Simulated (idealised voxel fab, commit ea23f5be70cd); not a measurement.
process module | voxel air gaps
In the cross-section labelled cut, the width is 175 nm and each square cell is 5 nm.
Reading order for cross-sections: top band down to bottom band. Underlying form: a grid of square cells. Band size: one or more rows of cells.
Heights first: top, then bottom, in nm. Then materials, left to right, each with a width in nm. "everywhere" on a single material: fills the band edge to edge. "empty": empty space.
Convention: height 0 is the level below which the wafer, as received, is all one material. The lowest band does not terminate at the bottom but continues downward, represented as "0 and below".
With a width like "30..40", each row of cells in the band differs from the next by the same amount, the top row carrying the first number and the bottom row the second.
A step reported as "changes: none" is a step in which no cell of the cross-section changed.
For the entry "Sealed void inventory", the listed items are empty spaces with no open way to the top whose size is 8 cells or more; each item follows the pattern width x height at distance, where distance is from the left edge and all three are in nm.
Step line, after settings: the simulator's comment on this step.
The setting "overlay nm" may be written on the line of a step. When the step uses a mask, the value reports how far to the right of the planned place the mask lay, and a negative value reports that it lay to the left.
Process steps foreseen in the plan
1) RECEIVE | material Si
2) CONFORMAL_DEP | material SiO2 | thk nm 15
3) CONFORMAL_DEP | material SiN | thk nm 5
4) DIRECTIONAL_DEP | material SiO2 | thk nm 35
5) MASKED_ETCH | tone open | mask id LINES | width nm 15 | pitch nm 40 | etch materials SiO2 | depth nm 35 | overlay nm 0
6) CONFORMAL_DEP | material TiN | thk nm 5
7) FILL_DEP | material Cu | thk nm 10
8) CMP | height nm 55
9) EPI | material Ru | thk nm 10
10) SELECTIVE_ETCH | etch materials SiO2 | depth nm 45
11) CONFORMAL_DEP | material SiCN | thk nm 5
First of the two wafers, run per plan
Incoming wafer in cross-section (state: after step 1)
    0 and below  Si everywhere
    Sealed void inventory: none
You're looking at a cross-section of the wafer after step 2
    15 down to 0  SiO2 everywhere
    Below 0, no change.
You're looking at a cross-section of the wafer after step 3
    20 down to 15  SiN everywhere
    Below 15, no change.
You're looking at a cross-section of the wafer after step 4
    55 down to 20  SiO2 everywhere
    Below 20, no change.
You're looking at a cross-section of the wafer after step 5
    55 down to 20  SiO2 20 / empty 15 / SiO2 25 / empty 15 / SiO2 25 / empty 15 / SiO2 25 / empty 15 / SiO2 20
    Below 20, no change.
You're looking at a cross-section of the wafer after step 6
    60 down to 55  TiN 25 / empty 5 / TiN 35 / empty 5 / TiN 35 / empty 5 / TiN 35 / empty 5 / TiN 25
    55 down to 25  SiO2 20 / TiN 5 / empty 5 / TiN 5 / SiO2 25 / TiN 5 / empty 5 / TiN 5 / SiO2 25 / TiN 5 / empty 5 / TiN 5 / SiO2 25 / TiN 5 / empty 5 / TiN 5 / SiO2 20
    25 down to 20  SiO2 20 / TiN 15 / SiO2 25 / TiN 15 / SiO2 25 / TiN 15 / SiO2 25 / TiN 15 / SiO2 20
    Below 20, no change.
You're looking at a cross-section of the wafer after step 7
    70 down to 60  Cu everywhere
    60 down to 55  TiN 25 / Cu 5 / TiN 35 / Cu 5 / TiN 35 / Cu 5 / TiN 35 / Cu 5 / TiN 25
    55 down to 25  SiO2 20 / TiN 5 / Cu 5 / TiN 5 / SiO2 25 / TiN 5 / Cu 5 / TiN 5 / SiO2 25 / TiN 5 / Cu 5 / TiN 5 / SiO2 25 / TiN 5 / Cu 5 / TiN 5 / SiO2 20
    Below 25, no change.
You're looking at a cross-section of the wafer after step 8
    55 down to 25  SiO2 20 / TiN 5 / Cu 5 / TiN 5 / SiO2 25 / TiN 5 / Cu 5 / TiN 5 / SiO2 25 / TiN 5 / Cu 5 / TiN 5 / SiO2 25 / TiN 5 / Cu 5 / TiN 5 / SiO2 20
    Below 25, no change.
You're looking at a cross-section of the wafer after step 9
    65 down to 55  empty 10 / Ru 35 / empty 5 / Ru 35 / empty 5 / Ru 35 / empty 5 / Ru 35 / empty 10
    Below 55, no change.
You're looking at a cross-section of the wafer after step 10
    65 down to 55  empty 10 / Ru 35 / empty 5 / Ru 35 / empty 5 / Ru 35 / empty 5 / Ru 35 / empty 10
    55 down to 25  empty 20 / TiN 5 / Cu 5 / TiN 5 / empty 25 / TiN 5 / Cu 5 / TiN 5 / empty 25 / TiN 5 / Cu 5 / TiN 5 / empty 25 / TiN 5 / Cu 5 / TiN 5 / empty 20
    25 down to 20  empty 20 / TiN 15 / empty 25 / TiN 15 / empty 25 / TiN 15 / empty 25 / TiN 15 / empty 20
    Below 20, no change.
You're looking at a cross-section of the wafer after step 11
    70 down to 65  empty 5 / SiCN 165 / empty 5
    65 down to 55  empty 5 / SiCN 5 / Ru 35 / SiCN 5 / Ru 35 / SiCN 5 / Ru 35 / SiCN 5 / Ru 35 / SiCN 5 / empty 5
    55 down to 50  empty 5 / SiCN 15 / TiN 5 / Cu 5 / TiN 5 / SiCN 25 / TiN 5 / Cu 5 / TiN 5 / SiCN 25 / TiN 5 / Cu 5 / TiN 5 / SiCN 25 / TiN 5 / Cu 5 / TiN 5 / SiCN 15 / empty 5
    50 down to 25  empty 15 / SiCN 5 / TiN 5 / Cu 5 / TiN 5 / SiCN 5 / empty 15 / SiCN 5 / TiN 5 / Cu 5 / TiN 5 / SiCN 5 / empty 15 / SiCN 5 / TiN 5 / Cu 5 / TiN 5 / SiCN 5 / empty 15 / SiCN 5 / TiN 5 / Cu 5 / TiN 5 / SiCN 5 / empty 15
    25 down to 20  SiCN 20 / TiN 15 / SiCN 25 / TiN 15 / SiCN 25 / TiN 15 / SiCN 25 / TiN 15 / SiCN 20
    Below 20, no change.
    Sealed void inventory: 15 x 25 at 40; 15 x 25 at 80; 15 x 25 at 120
Second of two: same start, same plan, one run error; steps up to and including 8 match the first
Second wafer: cross-section at the scheduled end of step 9
    55 down to 25  empty 20 / TiN 5 / Cu 5 / TiN 5 / empty 25 / TiN 5 / Cu 5 / TiN 5 / empty 25 / TiN 5 / Cu 5 / TiN 5 / empty 25 / TiN 5 / Cu 5 / TiN 5 / empty 20
    25 down to 20  empty 20 / TiN 15 / empty 25 / TiN 15 / empty 25 / TiN 15 / empty 25 / TiN 15 / empty 20
    Below 20, no change.
Second wafer: cross-section at the scheduled end of step 10
    65 down to 55  empty 10 / Ru 35 / empty 5 / Ru 35 / empty 5 / Ru 35 / empty 5 / Ru 35 / empty 10
    55 down to 25  empty 10 / Ru 10 / TiN 5 / Cu 5 / TiN 5 / Ru 10 / empty 5 / Ru 10 / TiN 5 / Cu 5 / TiN 5 / Ru 10 / empty 5 / Ru 10 / TiN 5 / Cu 5 / TiN 5 / Ru 10 / empty 5 / Ru 10 / TiN 5 / Cu 5 / TiN 5 / Ru 10 / empty 10
    25 down to 20  empty 10 / Ru 10 / TiN 15 / Ru 10 / empty 5 / Ru 10 / TiN 15 / Ru 10 / empty 5 / Ru 10 / TiN 15 / Ru 10 / empty 5 / Ru 10 / TiN 15 / Ru 10 / empty 10
    Below 20, no change.
Second wafer: cross-section at the scheduled end of step 11
    70 down to 65  empty 5 / SiCN 165 / empty 5
    65 down to 55  empty 5 / SiCN 5 / Ru 35 / SiCN 5 / Ru 35 / SiCN 5 / Ru 35 / SiCN 5 / Ru 35 / SiCN 5 / empty 5
    55 down to 25  empty 5 / SiCN 5 / Ru 10 / TiN 5 / Cu 5 / TiN 5 / Ru 10 / SiCN 5 / Ru 10 / TiN 5 / Cu 5 / TiN 5 / Ru 10 / SiCN 5 / Ru 10 / TiN 5 / Cu 5 / TiN 5 / Ru 10 / SiCN 5 / Ru 10 / TiN 5 / Cu 5 / TiN 5 / Ru 10 / SiCN 5 / empty 5
    25 down to 20  SiCN 10 / Ru 10 / TiN 15 / Ru 10 / SiCN 5 / Ru 10 / TiN 15 / Ru 10 / SiCN 5 / Ru 10 / TiN 15 / Ru 10 / SiCN 5 / Ru 10 / TiN 15 / Ru 10 / SiCN 10
    Below 20, no change.
The plan and the run diverged here: contrary to the plan, steps 9 and 10 were processed in exchanged order
Per the end-of-run cell counts, the second wafer holds more or fewer of some materials than the first: Ru: 112 more; SiCN: 47 fewer
Long story short, the first wafer ends with 3 closed voids and the second one with 0.
